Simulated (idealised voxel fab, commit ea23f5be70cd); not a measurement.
Process module, titled voxel double patterning
The figure presents cross-section cut, which has a width of 240 nm and is divided into square cells with an edge length of 5 nm.
This document writes a cross-section as a grid whose cells are square, and gives it as bands, listed from the top down; one or more rows of cells form a band.
What a band's entry tells you: where the top is and where the bottom is, as heights in nm, and after that what lies inside, material by material from left to right, each with its width in nm. Empty space is written as the word "blank", and a single material marked with the word "full width" occupies the band from edge to edge.
Heights are reckoned from 0. Under this level, the received wafer is all of one material. The bottommost band is open-ended downward, for example "0 nm and below".
A two-number width, for instance "30 to 40", indicates that the width is equal to the first number in the top row of the band and to the second number in the bottom row, and that it changes by a constant amount per row of cells.
Take "remains unaltered" at face value: in the step it is given for, the cross-section changed in none of its cells.
Voids not open to the top, 8 cells minimum: see "Enclosed void catalog". Written width x height at distance; distance is from the left edge; nm.
It should be noted that, on the line of a given step, the content following the step's settings is a remark produced by the simulator itself with respect to that step.
"overlay nm" on a masked step: distance the mask lay right of its planned place, negative for left.
### Below is the list of planned process steps
step 1: op RECEIVE | material Si
step 2: op CONFORMAL_DEP | material SiO2 | thk nm 5
step 3: op DIRECTIONAL_DEP | material TiN | thk nm 20
step 4: op DIRECTIONAL_DEP | material SiN | thk nm 10
step 5: op PATTERN | tone open | mask id FIRST | material resist | width nm 15 | pitch nm 50 | thk nm 15 | overlay nm 0
step 6: op DIRECTIONAL_ETCH | etch materials SiN | depth nm 10
step 7: op STRIP | etch materials resist
step 8: op PATTERN | tone open | mask id SECOND | material resist | width nm 15 | thk nm 15 | overlay nm 0
step 9: op DIRECTIONAL_ETCH | etch materials SiN | depth nm 10
step 10: op STRIP | etch materials resist
step 11: op DIRECTIONAL_ETCH | etch materials TiN | depth nm 20
step 12: op STRIP | etch materials SiN
### First of two wafers - as planned
### Received-state cross-section, reflecting completion of step 1
	0 nm and below: Si full width
	Enclosed void catalog: none
### Presented here is a cross-section of the wafer after step 2 has been performed
	5 nm to 0 nm: SiO2 full width
	No changes below 0.
### Presented here is a cross-section of the wafer after step 3 has been performed
	25 nm to 5 nm: TiN full width
	No changes below 5.
### Presented here is a cross-section of the wafer after step 4 has been performed
	35 nm to 25 nm: SiN full width
	No changes below 25.
### Presented here is a cross-section of the wafer after step 5 has been performed
	50 nm to 35 nm: 85 resist; 15 blank; 35 resist; 15 blank; 90 resist
	No changes below 35.
### Presented here is a cross-section of the wafer after step 6 has been performed
	50 nm to 35 nm: 85 resist; 15 blank; 35 resist; 15 blank; 90 resist
	35 nm to 25 nm: 85 SiN; 15 blank; 35 SiN; 15 blank; 90 SiN
	No changes below 25.
### Presented here is a cross-section of the wafer after step 7 has been performed
	35 nm to 25 nm: 85 SiN; 15 blank; 35 SiN; 15 blank; 90 SiN
	No changes below 25.
### Presented here is a cross-section of the wafer after step 8 has been performed
	50 nm to 35 nm: 110 resist; 15 blank; 115 resist
	35 nm to 25 nm: 85 SiN; 15 resist; 35 SiN; 15 resist; 90 SiN
	No changes below 25.
### Presented here is a cross-section of the wafer after step 9 has been performed
	50 nm to 35 nm: 110 resist; 15 blank; 115 resist
	35 nm to 25 nm: 85 SiN; 15 resist; 10 SiN; 15 blank; 10 SiN; 15 resist; 90 SiN
	No changes below 25.
### Presented here is a cross-section of the wafer after step 10 has been performed
	35 nm to 25 nm: 85 SiN; 15 blank; 10 SiN; 15 blank; 10 SiN; 15 blank; 90 SiN
	No changes below 25.
### Presented here is a cross-section of the wafer after step 11 has been performed
	35 nm to 25 nm: 85 SiN; 15 blank; 10 SiN; 15 blank; 10 SiN; 15 blank; 90 SiN
	25 nm to 5 nm: 85 TiN; 15 blank; 10 TiN; 15 blank; 10 TiN; 15 blank; 90 TiN
	No changes below 5.
### Presented here is a cross-section of the wafer after step 12 has been performed
	25 nm to 5 nm: 85 TiN; 15 blank; 10 TiN; 15 blank; 10 TiN; 15 blank; 90 TiN
	No changes below 5.
### Second of two: same start, same plan, one run error; steps up to and including 7 match the first
### Cross-section of the second wafer at the time step 8 of the plan should have ended
	50 nm to 35 nm: 105 resist; 15 blank; 120 resist
	35 nm to 25 nm: 85 SiN; 15 resist; 35 SiN; 15 resist; 90 SiN
	No changes below 25.
### Cross-section of the second wafer at the time step 9 of the plan should have ended
	50 nm to 35 nm: 105 resist; 15 blank; 120 resist
	35 nm to 25 nm: 85 SiN; 15 resist; 5 SiN; 15 blank; 15 SiN; 15 resist; 90 SiN
	No changes below 25.
### Cross-section of the second wafer at the time step 10 of the plan should have ended
	35 nm to 25 nm: 85 SiN; 15 blank; 5 SiN; 15 blank; 15 SiN; 15 blank; 90 SiN
	No changes below 25.
### Cross-section of the second wafer at the time step 11 of the plan should have ended
	35 nm to 25 nm: 85 SiN; 15 blank; 5 SiN; 15 blank; 15 SiN; 15 blank; 90 SiN
	25 nm to 5 nm: 85 TiN; 15 blank; 5 TiN; 15 blank; 15 TiN; 15 blank; 90 TiN
	No changes below 5.
### Cross-section of the second wafer at the time step 12 of the plan should have ended
	25 nm to 5 nm: 85 TiN; 15 blank; 5 TiN; 15 blank; 15 TiN; 15 blank; 90 TiN
	No changes below 5.
Want to know what went wrong? step 8 was not run as planned; what actually ran was op PATTERN | tone open | mask id SECOND | material resist | width nm 15 | thk nm 15 | overlay nm -5
When the process is done, the second wafer contains the same cell count of every material as the first wafer, but distributed over other locations.
